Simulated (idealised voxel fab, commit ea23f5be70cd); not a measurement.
process module | voxel released beams
cross-section cut | 195 nm wide | cells 5 nm
A cross-section is a grid of square cells, given in bands from the top down. A band is one or more rows of cells.
Each band's line starts with the height of the band's top and of its bottom, in nm. Then come its materials from left to right, each with its width in nm. One material with "throughout" fills the band from edge to edge. "air" is empty space.
Height 0 is the level under which the wafer as received is all one material. The lowest band goes on downwards, as in "0 down".
A width such as "30 to 40" changes by the same amount from each row of cells to the next, from the band's top row to its bottom row.
"no change" after a step means that no cell of the cross-section changed.
closed voids: empty space of 8 cells or more with no open way to the top, each as width x height at its distance from the left edge, in nm
after a step's settings: what the simulator itself notes on the step
overlay nm, on a step with a mask: how far to the right of its planned place the mask lay; to the left if negative
plan
1 op RECEIVE | material Si
2 op CONFORMAL_DEP | material SiN | thk nm 10
3 op DIRECTIONAL_DEP | material SiO2 | thk nm 10
4 op DIRECTIONAL_DEP | material aC | thk nm 10
5 op PATTERN | tone open | mask id ANCHOR | material resist | width nm 45 | thk nm 25 | overlay nm 0
6 op DIRECTIONAL_ETCH | etch materials aC | depth nm 10
7 op STRIP | etch materials resist
8 op DIRECTIONAL_ETCH | etch materials SiO2 | depth nm 10
9 op STRIP | etch materials aC
10 op CONFORMAL_DEP | material polySi | thk nm 15
11 op DIRECTIONAL_DEP | material aC | thk nm 15
12 op PATTERN | tone cover | mask id BEAM | material resist | width nm 100 | thk nm 30 | overlay nm 0
13 op DIRECTIONAL_ETCH | etch materials aC | depth nm 15
14 op STRIP | etch materials resist
15 op DIRECTIONAL_ETCH | etch materials polySi | depth nm 15
16 op STRIP | etch materials aC
17 op STRIP | etch materials SiO2
first wafer, as planned
as received, after step 1
  0 down: Si throughout
  closed voids: none
after step 2
  10 to 0: SiN throughout
  below 0: unchanged
after step 3
  20 to 10: SiO2 throughout
  below 10: unchanged
after step 4
  30 to 20: aC throughout
  below 20: unchanged
after step 5
  55 to 30: resist 50 | air 45 | resist 100
  below 30: unchanged
after step 6
  45 to 30: resist 50 | air 45 | resist 100
  30 to 20: aC 50 | air 45 | aC 100
  below 20: unchanged
after step 7
  30 to 20: aC 50 | air 45 | aC 100
  below 20: unchanged
after step 8
  30 to 20: aC 50 | air 45 | aC 100
  20 to 10: SiO2 50 | air 45 | SiO2 100
  below 10: unchanged
after step 9
  20 to 10: SiO2 50 | air 45 | SiO2 100
  below 10: unchanged
after step 10
  35 to 25: polySi 65 | air 15 | polySi 115
  25 to 20: polySi throughout
  20 to 10: SiO2 50 | polySi 45 | SiO2 100
  below 10: unchanged
after step 11
  50 to 40: aC 65 | air 15 | aC 115
  40 to 35: aC throughout
  35 to 25: polySi 65 | aC 15 | polySi 115
  below 25: unchanged
after step 12
  80 to 50: air 45 | resist 100 | air 50
  50 to 40: aC 65 | resist 15 | aC 115
  below 40: unchanged
after step 13
  65 to 50: air 45 | resist 100 | air 50
  50 to 40: air 45 | aC 20 | resist 15 | aC 65 | air 50
  40 to 35: air 45 | aC 100 | air 50
  below 35: unchanged
after step 14
  50 to 40: air 45 | aC 20 | air 15 | aC 65 | air 50
  below 40: unchanged
after step 15
  50 to 40: air 45 | aC 20 | air 15 | aC 65 | air 50
  40 to 35: air 45 | aC 100 | air 50
  35 to 25: air 45 | polySi 20 | aC 15 | polySi 65 | air 50
  25 to 20: air 45 | polySi 100 | air 50
  below 20: unchanged
after step 16
  35 to 25: air 45 | polySi 20 | air 15 | polySi 65 | air 50
  below 25: unchanged
after step 17
  35 to 25: air 45 | polySi 20 | air 15 | polySi 65 | air 50
  25 to 20: air 45 | polySi 100 | air 50
  20 to 10: air 50 | polySi 45 | air 100
  below 10: unchanged
second wafer: like start, like plan, one mistake. Through step 1 it matches the first wafer
when step 2 should have ended
  10 to 0: SiO2 throughout
  below 0: unchanged
when step 3 should have ended
  20 to 10: SiN throughout
  below 10: unchanged
when step 4 should have ended
  30 to 20: aC throughout
  below 20: unchanged
when step 5 should have ended
  55 to 30: resist 50 | air 45 | resist 100
  below 30: unchanged
when step 6 should have ended
  45 to 30: resist 50 | air 45 | resist 100
  30 to 20: aC 50 | air 45 | aC 100
  below 20: unchanged
when step 7 should have ended
  30 to 20: aC 50 | air 45 | aC 100
  below 20: unchanged
when step 8 should have ended: no change
when step 9 should have ended
  20 to 10: SiN throughout
  below 10: unchanged
when step 10 should have ended
  35 to 20: polySi throughout
  below 20: unchanged
when step 11 should have ended
  50 to 35: aC throughout
  below 35: unchanged
when step 12 should have ended
  80 to 50: air 45 | resist 100 | air 50
  below 50: unchanged
when step 13 should have ended
  65 to 50: air 45 | resist 100 | air 50
  50 to 35: air 45 | aC 100 | air 50
  below 35: unchanged
when step 14 should have ended
  50 to 35: air 45 | aC 100 | air 50
  below 35: unchanged
when step 15 should have ended
  50 to 35: air 45 | aC 100 | air 50
  35 to 20: air 45 | polySi 100 | air 50
  below 20: unchanged
when step 16 should have ended
  35 to 20: air 45 | polySi 100 | air 50
  below 20: unchanged
when step 17 should have ended: no change
what went wrong: steps 2 and 3 were swapped
at the end the second wafer has, in cells: 78 more of SiO2 | 12 fewer of polySi
